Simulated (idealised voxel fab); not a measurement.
Process module heading - voxel ribs on slabs
It is cross-section cut that appears here, measuring 225 nm in width, its square cells being 5 nm in size.
A cross-section is a grid of square cells, given in bands from the top down. A band is one or more rows of cells.
Heights first: top, then bottom, in nm. Then materials, left to right, each with a width in nm. "throughout" on a single material: fills the band edge to edge. "blank": empty space.
Height is counted from the level 0, under which the received wafer is composed throughout of one material. The lowest of the bands is not closed at the bottom but continues downward, in the notation "0 down".
Read "30->40" as a graded width: first number on top, second number at the bottom, same change between each pair of neighbouring rows.
"nothing changed" (step): cross-section cells unchanged, all of them.
Voids not open to the top, 8 cells minimum: see "Sealed internal voids". Written width x height at distance; distance is from the left edge; nm.
Whatever follows a step's settings on its line is a remark the simulator itself makes about that step.
overlay nm, on a step with a mask: how far to the right of its planned place the mask lay; to the left if negative

So here's the lineup of process steps we planned
step 1: RECEIVE: material Si
step 2: DIRECTIONAL_DEP: material SiO2, thk nm 25
step 3: DIRECTIONAL_DEP: material SiN, thk nm 15
step 4: DIRECTIONAL_DEP: material aC, thk nm 15
step 5: PATTERN: tone cover, mask id RIB, material resist, width nm 15, thk nm 35, overlay nm 0
step 6: DIRECTIONAL_ETCH: etch materials aC, depth nm 15
step 7: STRIP: etch materials resist
step 8: DIRECTIONAL_ETCH: etch materials SiN, depth nm 10
step 9: STRIP: etch materials aC
step 10: MASKED_ETCH: tone cover, mask id SLAB, width nm 55, etch materials SiN, depth nm 5, overlay nm 0
step 11: FILL_DEP: material SiO2, thk nm 20
step 12: CMP: height nm 55
step 13: DIRECTIONAL_DEP: material TiN, thk nm 5
step 14: PATTERN: tone cover, mask id HEATER, material resist, width nm 25, thk nm 20, overlay nm 0
step 15: DIRECTIONAL_ETCH: etch materials TiN, depth nm 5
step 16: STRIP: etch materials resist
step 17: CONFORMAL_DEP: material SiN, thk nm 10
Variable across wafers: step 5 width nm (plan value is that of the first wafer; starting state common to all).

Cross-sectional view of the first of several wafers in the as-received condition, corresponding to the state following step 1
* 0 down: Si throughout
* Sealed internal voids: none

First of several wafers in cross-section at module end, following the final step, step 17
* 70 to 65: blank (90) | SiN (45) | blank (90)
* 65 to 60: SiN throughout
* 60 to 55: SiN (100) | TiN (25) | SiN (100)
* 55 to 40: SiO2 throughout
* 40 to 30: SiO2 (105) | SiN (15) | SiO2 (105)
* 30 to 25: SiO2 (85) | SiN (55) | SiO2 (85)
* 25 to 0: SiO2 throughout
* 0 down: Si throughout
* Sealed internal voids: none

X-section, last wafer, module end
* 70 to 65: blank (90) | SiN (45) | blank (90)
* 65 to 60: SiN throughout
* 60 to 55: SiN (100) | TiN (25) | SiN (100)
* 55 to 40: SiO2 throughout
* 40 to 30: SiO2 (100) | SiN (30) | SiO2 (95)
* 30 to 25: SiO2 (85) | SiN (55) | SiO2 (85)
* 25 to 0: SiO2 throughout
* 0 down: Si throughout
* Sealed internal voids: none

End of module, by wafer: material-by-material cell gain (+) or loss (-) since receipt, then closed voids
width nm 15, +111 SiN, +478 SiO2, +5 TiN, Sealed internal voids: none
width nm 20, +113 SiN, +476 SiO2, +5 TiN, Sealed internal voids: none
width nm 25, +115 SiN, +474 SiO2, +5 TiN, Sealed internal voids: none
width nm 30, +117 SiN, +472 SiO2, +5 TiN, Sealed internal voids: none
